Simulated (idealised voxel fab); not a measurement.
process module | voxel local oxidation
Each square cell in cross-section cut measures 5 nm, and the section as a whole is 265 nm wide.
Cross-section, as written here: a square-cell grid given band by band from the top down, where a band holds one or more rows of cells. Band: top and bottom heights (nm) first, top before bottom; then materials from left to right, widths in nm. "all across" marks a sole material filling the band edge to edge. "air" denotes empty space. Height datum 0, below which the as-received substrate wafer is one material. Lowest band open at the bottom, running downward: "z 0 and below". A two-number width, for instance "30..40", indicates that the width is equal to the first number in the top row of the band and to the second number in the bottom row, and that it changes by a constant amount per row of cells. "no change occurred" for a step: no cell of the cross-section changed in that step. The list in "Closed voids list" covers empty spaces of 8 cells or more that cannot reach the top through any open way, and it gives each as width x height at distance; the distance is from the left edge, and width, height and distance are in nm. What comes after the settings on a step's line is commentary from the simulator itself on that step. "overlay nm" denotes, for a step that has a mask, the displacement of the mask to the right of its planned place, with negative values corresponding to the left.
This section lists the process steps that were planned:
1) op RECEIVE | material Si
2) op OXIDIZE | depth nm 5
3) op CONFORMAL_DEP | material SiN | thk nm 15
4) op MASKED_ETCH | tone cover | mask id ACTIVE | width nm 105 | pitch nm 125 | etch materials SiN | depth nm 15 | overlay nm 0
5) op SELECTIVE_ETCH | etch materials SiO2 | depth nm 5
6) op OXIDIZE | depth nm 15
7) op STRIP | etch materials SiN
First of the two wafers, run per plan:
Cross-section of the incoming wafer, state after step 1:
- z 0 and below: Si all across
- Closed voids list: none
After step 2:
- z 0 to -5: SiO2 all across
- For the remainder of the cross-section, below -5, there is no change.
After step 3:
- z 15 to 0: SiN all across
- For the remainder of the cross-section, below 0, there is no change.
After step 4:
- z 15 to 0: air: 15, then SiN: 105, then air: 20, then SiN: 105, then air: 20
- For the remainder of the cross-section, below 0, there is no change.
After step 5:
- z 15 to 0: air: 15, then SiN: 105, then air: 20, then SiN: 105, then air: 20
- z 0 to -5: air: 20, then SiO2: 95, then air: 30, then SiO2: 95, then air: 25
- For the remainder of the cross-section, below -5, there is no change.
After step 6:
- z 15 to 0: air: 15, then SiN: 105, then air: 20, then SiN: 105, then air: 20
- z 0 to -5: air: 20, then SiO2: 95, then air: 30, then SiO2: 95, then air: 25
- z -5 to -20: SiO2: 35, then Si: 65, then SiO2: 60, then Si: 65, then SiO2: 40
- For the remainder of the cross-section, below -20, there is no change.
After step 7:
- z 0 to -5: air: 20, then SiO2: 95, then air: 30, then SiO2: 95, then air: 25
- For the remainder of the cross-section, below -5, there is no change.
Regarding the second of the two wafers: it shared the first wafer's starting condition and process plan, yet one error occurred during its execution. Its history coincides with that of the first wafer up to and including step 3:
What the second wafer looks like in cross-section when step 4 should have wrapped up:
- z 15 to 0: air: 15, then SiN: 105, then air: 20, then SiN: 105, then air: 20
- For the remainder of the cross-section, below 0, there is no change.
What the second wafer looks like in cross-section when step 5 should have wrapped up:
- z 15 to 0: air: 15, then SiN: 105, then air: 20, then SiN: 105, then air: 20
- z 0 to -5: air: 20, then SiO2: 95, then air: 30, then SiO2: 95, then air: 25
- For the remainder of the cross-section, below -5, there is no change.
What the second wafer looks like in cross-section when step 6 should have wrapped up:
- z 15 to 0: air: 15, then SiN: 105, then air: 20, then SiN: 105, then air: 20
- z 0 to -5: air: 20, then SiO2: 95, then air: 30, then SiO2: 95, then air: 25
- z -5 to -20: SiO2: 35, then Si: 65, then SiO2: 60, then Si: 65, then SiO2: 40
- For the remainder of the cross-section, below -20, there is no change.
What the second wafer looks like in cross-section when step 7 should have wrapped up:
- z 0 to -5: air: 20, then SiO2: 95, then air: 30, then SiO2: 95, then air: 25
- For the remainder of the cross-section, below -5, there is no change.
Want to know what went wrong? step 4 of the plan was performed twice
The two wafers finish with the same cross-section, and therefore the mistake leaves the computed outcome of this model unchanged.
